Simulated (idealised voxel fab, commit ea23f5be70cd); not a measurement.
process module | voxel self aligned vias
In the cross-section labelled cut, the width is 245 nm and each square cell is 5 nm.
The cross-sections in this document take the form of a grid made of square cells. They are written out as bands, in order from top to bottom. Each band consists of one or more rows of cells.
Band entry format. Leading values: height of top, height of bottom, nm. Remainder: materials in left-to-right order, each with its width in nm. Special words: "throughout" on a single material, which then fills the band edge to edge; "air", empty space.
Heads up on the height convention: 0 is the point under which the incoming wafer is all one material, and the lowest band has no bottom, it just keeps going down, like "top 0, no bottom".
Note: "30..40" means the width goes from the first number (top row of the band) to the second number (bottom row) in equal steps per row of cells.
Key: "nothing altered" - step with no changed cell in the cross-section.
Enclosed voids (no open way to top), threshold 8 cells or more, entry "Enclosed cavities", notation width x height at distance, distance from left edge, nm.
after a step's settings: what the simulator itself notes on the step
"overlay nm" answers the question of how far to the right of plan the mask lay on a step that has a mask, and when it is negative the answer is to the left.
THE PROCESS STEPS THAT WERE PLANNED ARE LISTED BELOW
1,RECEIVE (material Si)
2,CONFORMAL_DEP (material SiO2; thk nm 10)
3,CONFORMAL_DEP (material SiCN; thk nm 5)
4,DIRECTIONAL_DEP (material SiO2; thk nm 30)
5,PATTERN (tone open; mask id LINES; material resist; width nm 30; pitch nm 70; thk nm 15; overlay nm 0)
6,DIRECTIONAL_ETCH (etch materials SiO2; depth nm 30)
7,STRIP (etch materials resist)
8,CONFORMAL_DEP (material TiN; thk nm 5)
9,FILL_DEP (material Ru; thk nm 5)
10,CMP (height nm 45)
11,SELECTIVE_ETCH (etch materials W Ru TiN; depth nm 5)
12,FILL_DEP (material SiN; thk nm 5)
13,CMP (height nm 45)
14,DIRECTIONAL_DEP (material SiO2; thk nm 20)
15,DIRECTIONAL_DEP (material aC; thk nm 15)
16,PATTERN (tone open; mask id VIAS; material resist; width nm 50; pitch nm 140; thk nm 35; overlay nm 0)
17,DIRECTIONAL_ETCH (etch materials aC; depth nm 15)
18,STRIP (etch materials resist)
19,DIRECTIONAL_ETCH (etch materials SiO2; depth nm 20)
20,DIRECTIONAL_ETCH (etch materials SiN; depth nm 5)
21,STRIP (etch materials aC)
22,CONFORMAL_DEP (material TiN; thk nm 5)
23,FILL_DEP (material W; thk nm 5)
24,CMP (height nm 65)
25,CONFORMAL_DEP (material SiN; thk nm 5)
AS-RECEIVED STATE OF THE WAFER IN CROSS-SECTION, EQUIVALENT TO POST-STEP 1
	top 0, no bottom | Si throughout
	Enclosed cavities: none
FIRST OF TWO WAFERS AT THE END OF THE MODULE, SHOWN IN CROSS-SECTION; RUN CARRIED OUT AS PLANNED
	top 70, bottom 65 | SiN throughout
	top 65, bottom 50 | SiO2 25 nm  TiN 5 nm  W 40 nm  TiN 5 nm  SiO2 90 nm  TiN 5 nm  W 40 nm  TiN 5 nm  SiO2 30 nm
	top 50, bottom 45 | SiO2 25 nm  TiN 15 nm  W 20 nm  TiN 15 nm  SiO2 90 nm  TiN 15 nm  W 20 nm  TiN 15 nm  SiO2 30 nm
	top 45, bottom 40 | SiO2 35 nm  TiN 30 nm  SiO2 40 nm  SiN 30 nm  SiO2 40 nm  TiN 30 nm  SiO2 40 nm
	top 40, bottom 20 | SiO2 35 nm  TiN 5 nm  Ru 20 nm  TiN 5 nm  SiO2 40 nm  TiN 5 nm  Ru 20 nm  TiN 5 nm  SiO2 40 nm  TiN 5 nm  Ru 20 nm  TiN 5 nm  SiO2 40 nm
	top 20, bottom 15 | SiO2 35 nm  TiN 30 nm  SiO2 40 nm  TiN 30 nm  SiO2 40 nm  TiN 30 nm  SiO2 40 nm
	top 15, bottom 10 | SiCN throughout
	top 10, bottom 0 | SiO2 throughout
	top 0, no bottom | Si throughout
	Enclosed cavities: none
CROSS-SECTION AT END OF MODULE FOR THE SECOND WAFER OF TWO, WHICH MATCHED THE FIRST IN STARTING POINT AND PLAN AND DIFFERED BY ONE MISTAKE IN ITS PROCESSING
	top 70, bottom 65 | SiN throughout
	top 65, bottom 50 | SiO2 25 nm  TiN 5 nm  W 40 nm  TiN 5 nm  SiO2 90 nm  TiN 5 nm  W 40 nm  TiN 5 nm  SiO2 30 nm
	top 50, bottom 45 | SiO2 25 nm  TiN 15 nm  W 20 nm  TiN 15 nm  SiO2 90 nm  TiN 15 nm  W 20 nm  TiN 15 nm  SiO2 30 nm
	top 45, bottom 40 | SiO2 35 nm  TiN 30 nm  SiO2 40 nm  SiN 30 nm  SiO2 40 nm  TiN 30 nm  SiO2 40 nm
	top 40, bottom 20 | SiO2 35 nm  TiN 5 nm  Ru 20 nm  TiN 5 nm  SiO2 40 nm  TiN 5 nm  Ru 20 nm  TiN 5 nm  SiO2 40 nm  TiN 5 nm  Ru 20 nm  TiN 5 nm  SiO2 40 nm
	top 20, bottom 15 | SiO2 35 nm  TiN 30 nm  SiO2 40 nm  TiN 30 nm  SiO2 40 nm  TiN 30 nm  SiO2 40 nm
	top 15, bottom 5 | SiO2 throughout
	top 5, bottom 0 | SiCN throughout
	top 0, no bottom | Si throughout
	Enclosed cavities: none
Where did the run depart from the plan? steps 2 and 3 run out of order (swapped)
Same inventory, different map: at the end, the second wafer holds as many cells of each material as the first, placed elsewhere.
